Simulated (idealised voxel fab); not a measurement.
The process module presented herein is designated voxel capacitor over wiring.
Displayed cross-section: cut, width of 270 nm, square cells sized 5 nm.
A cross-section in this document is a grid of square cells, and it is written down as bands, the top band listed before the ones below it; a band is made up of one or more rows of cells.
Look at the band entry: it leads with the top's height and the bottom's height in nm. Then it lists the materials left to right, with a width in nm for each. The word "edge to edge" on a single material says that material fills the band edge to edge. The word "air" is empty space.
Where do heights start? At 0: under that level the wafer as delivered is made of one material only. And the lowest band has no floor; it just carries on downward, as in "from 0 down".
Graded width ("30 to 40"): value in top row of band = first number; value in bottom row = second number; row-to-row change constant.
What does "no change occurred" mean for a step? It means no cell of the cross-section changed in that step.
You'll see "Fully enclosed voids" listing empty spaces that have no way open to the top, as long as they're 8 cells or more; the notation is width x height at distance, where the distance is from the left edge, and all of it is in nm.
The remark found on a step's line after its settings is issued by the simulator itself and pertains to that step.
Each step line may optionally specify "overlay nm", which for a step with a mask gives the rightward distance between the mask's planned place and where it lay, a negative value indicating the leftward direction.

# This section lists the process steps that were planned
1,RECEIVE | material Si
2,CONFORMAL_DEP | material SiO2 | thk nm 15
3,CONFORMAL_DEP | material SiCN | thk nm 5
4,DIRECTIONAL_DEP | material SiO2 | thk nm 25
5,MASKED_ETCH | tone open | mask id METAL_1 | width nm 20 | pitch nm 90 | etch materials SiO2 | depth nm 25 | overlay nm 0
6,MASKED_ETCH | tone open | mask id METAL_1 | width nm 20 | pitch nm 90 | etch materials SiCN | depth nm 5 | overlay nm 0
7,CONFORMAL_DEP | material TiN | thk nm 5
8,FILL_DEP | material Cu | thk nm 10
9,CMP | height nm 45
10,EPI | material Ru | thk nm 5
11,FILL_DEP | material SiCN | thk nm 5
12,DIRECTIONAL_DEP | material lowk | thk nm 10
13,MASKED_ETCH | tone open | mask id PLUG_1 | width nm 15 | etch materials lowk | depth nm 10 | overlay nm 0
14,MASKED_ETCH | tone open | mask id PLUG_1 | width nm 15 | etch materials SiCN | depth nm 5 | overlay nm 0
15,CONFORMAL_DEP | material TiN | thk nm 5
16,FILL_DEP | material W | thk nm 10
17,CMP | height nm 65
18,DIRECTIONAL_DEP | material TiN | thk nm 5
19,DIRECTIONAL_DEP | material HfO2 | thk nm 5
20,DIRECTIONAL_DEP | material TiN | thk nm 10
21,MASKED_ETCH | tone cover | mask id UPPER_PLATE | width nm 75 | etch materials TiN | depth nm 10 | overlay nm 0
22,MASKED_ETCH | tone cover | mask id UPPER_PLATE | width nm 75 | etch materials HfO2 | depth nm 5 | overlay nm 0
23,MASKED_ETCH | tone cover | mask id LOWER_PLATE | width nm 85 | etch materials TiN | depth nm 5 | overlay nm 0
24,FILL_DEP | material SiO2 | thk nm 20
25,CMP | height nm 100
26,MASKED_ETCH | tone open | mask id PLUG_2 | width nm 15 | etch materials SiO2 | depth nm 15 | overlay nm 0
27,CONFORMAL_DEP | material TiN | thk nm 5
28,FILL_DEP | material W | thk nm 10
29,CMP | height nm 100
30,CONFORMAL_DEP | material SiCN | thk nm 5

# Cross-sectional view of the wafer in its as-received condition, corresponding to the state after step 1
- from 0 down: Si edge to edge
- Fully enclosed voids: none

# Wafer cross-section at module end: first of two, run to plan
- from 105 to 100: SiCN edge to edge
- from 100 to 90: SiO2 95 | TiN 5 | W 5 | TiN 5 | SiO2 160
- from 90 to 85: SiO2 95 | TiN 15 | SiO2 160
- from 85 to 75: SiO2 85 | TiN 75 | SiO2 110
- from 75 to 70: SiO2 85 | HfO2 75 | SiO2 110
- from 70 to 65: SiO2 80 | TiN 85 | SiO2 105
- from 65 to 55: lowk 85 | TiN 5 | W 5 | TiN 5 | lowk 170
- from 55 to 50: SiCN 85 | TiN 15 | SiCN 170
- from 50 to 45: SiCN 75 | Ru 30 | SiCN 60 | Ru 30 | SiCN 75
- from 45 to 20: SiO2 80 | TiN 5 | Cu 10 | TiN 5 | SiO2 70 | TiN 5 | Cu 10 | TiN 5 | SiO2 80
- from 20 to 15: SiCN 80 | TiN 20 | SiCN 70 | TiN 20 | SiCN 80
- from 15 to 0: SiO2 edge to edge
- from 0 down: Si edge to edge
- Fully enclosed voids: none

# Cross-sectional view: second of two wafers, end of module; start and plan identical to the first, one mistake in running
- from 120 to 115: SiCN edge to edge
- from 115 to 105: W edge to edge
- from 105 to 100: TiN 100 | W 5 | TiN 165
- from 100 to 90: SiO2 95 | TiN 5 | W 5 | TiN 5 | SiO2 160
- from 90 to 85: SiO2 95 | TiN 15 | SiO2 160
- from 85 to 75: SiO2 85 | TiN 75 | SiO2 110
- from 75 to 70: SiO2 85 | HfO2 75 | SiO2 110
- from 70 to 65: SiO2 80 | TiN 85 | SiO2 105
- from 65 to 55: lowk 85 | TiN 5 | W 5 | TiN 5 | lowk 170
- from 55 to 50: SiCN 85 | TiN 15 | SiCN 170
- from 50 to 45: SiCN 75 | Ru 30 | SiCN 60 | Ru 30 | SiCN 75
- from 45 to 20: SiO2 80 | TiN 5 | Cu 10 | TiN 5 | SiO2 70 | TiN 5 | Cu 10 | TiN 5 | SiO2 80
- from 20 to 15: SiCN 80 | TiN 20 | SiCN 70 | TiN 20 | SiCN 80
- from 15 to 0: SiO2 edge to edge
- from 0 down: Si edge to edge
- Fully enclosed voids: none
Misprocessing identified: step 29 of the plan was jumped over and never run
Final comparison by cell count, materials where the second wafer has more or fewer than the first: 53 more of TiN, 109 more of W
